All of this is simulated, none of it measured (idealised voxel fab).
Name of the process module below: voxel self aligned vias
For reference, the cross-section in this document is cut, with width 215 nm and square cells of 5 nm.
When this document writes out a cross-section, it uses a grid of square cells and lists it as bands, beginning at the top and moving down, with a band standing for one or more rows of cells. It is stipulated that each band's entry specify, in nanometres, the height of the top of the band and then that of its bottom, followed by the materials of the band in left-to-right sequence, each together with its width in nanometres. A single material marked by the word "all across" is understood to fill the band from edge to edge; the word "air" is understood to denote empty space. Height 0 is the level under which the wafer as received is all one material. The lowest band goes on downwards, as in "0 and below". The expression "30->40" gives the width at the extremes of the band, the first number at its top row of cells and the second at its bottom row, with the width changing by equal amounts from each row to the next in between. "same as before" (step): cross-section cells unchanged, all of them. Basically, "Closed void roster" tells you about the enclosed voids: empty spaces with no open way to the top, 8 cells or bigger, each written width x height at distance, where distance is from the left edge, all in nm. On each step's line, the part that comes after the settings is the simulator's own comment on the step. overlay nm: mask offset rightward from planned place, masked step; negative means leftward offset.
**The planned process steps are enumerated hereunder**
1) RECEIVE (material Si)
2) CONFORMAL_DEP (material SiO2; thk nm 10)
3) CONFORMAL_DEP (material SiCN; thk nm 5)
4) DIRECTIONAL_DEP (material lowk; thk nm 25)
5) PATTERN (tone open; mask id LINES; material resist; width nm 25; pitch nm 55; thk nm 20; overlay nm 0)
6) DIRECTIONAL_ETCH (etch materials lowk; depth nm 25)
7) STRIP (etch materials resist)
8) CONFORMAL_DEP (material TiN; thk nm 5)
9) FILL_DEP (material W; thk nm 10)
10) CMP (height nm 40)
11) SELECTIVE_ETCH (etch materials W Ru TiN; depth nm 5)
12) FILL_DEP (material SiN; thk nm 5)
13) CMP (height nm 40)
14) DIRECTIONAL_DEP (material lowk; thk nm 20)
15) MASKED_ETCH (tone open; mask id VIAS; width nm 35; pitch nm 110; etch materials lowk; depth nm 20; overlay nm 0)
16) MASKED_ETCH (tone open; mask id VIAS; width nm 35; pitch nm 110; etch materials SiN; depth nm 5; overlay nm 0)
17) CONFORMAL_DEP (material TiN; thk nm 5)
18) FILL_DEP (material W; thk nm 10)
19) CMP (height nm 60)
20) CONFORMAL_DEP (material SiN; thk nm 5)
**Cross-section of the wafer at receipt, which is the condition after step 1**
    0 and below  Si all across
    Closed void roster: none
**The module was run from the start shown above using the plan shown above, but one mistake was made doing it; the resulting wafer cross-section is below**
    65 down to 60  SiN all across
    60 down to 40  35 of lowk | 5 of TiN | 25 of W | 5 of TiN | 75 of lowk | 5 of TiN | 25 of W | 5 of TiN | 35 of lowk
    40 down to 35  35 of lowk | 35 of TiN | 25 of lowk | 25 of SiN | 25 of lowk | 35 of TiN | 35 of lowk
    35 down to 20  35 of lowk | 10 of TiN | 15 of W | 10 of TiN | 25 of lowk | 5 of TiN | 15 of W | 5 of TiN | 25 of lowk | 10 of TiN | 15 of W | 10 of TiN | 35 of lowk
    20 down to 15  40 of lowk | 25 of TiN | 30 of lowk | 25 of TiN | 30 of lowk | 25 of TiN | 40 of lowk
    15 down to 10  SiCN all across
    10 down to 0  SiO2 all across
    0 and below  Si all across
    Closed void roster: none
Which mistake was made when the wafer was run? step 15 from the plan got run twice
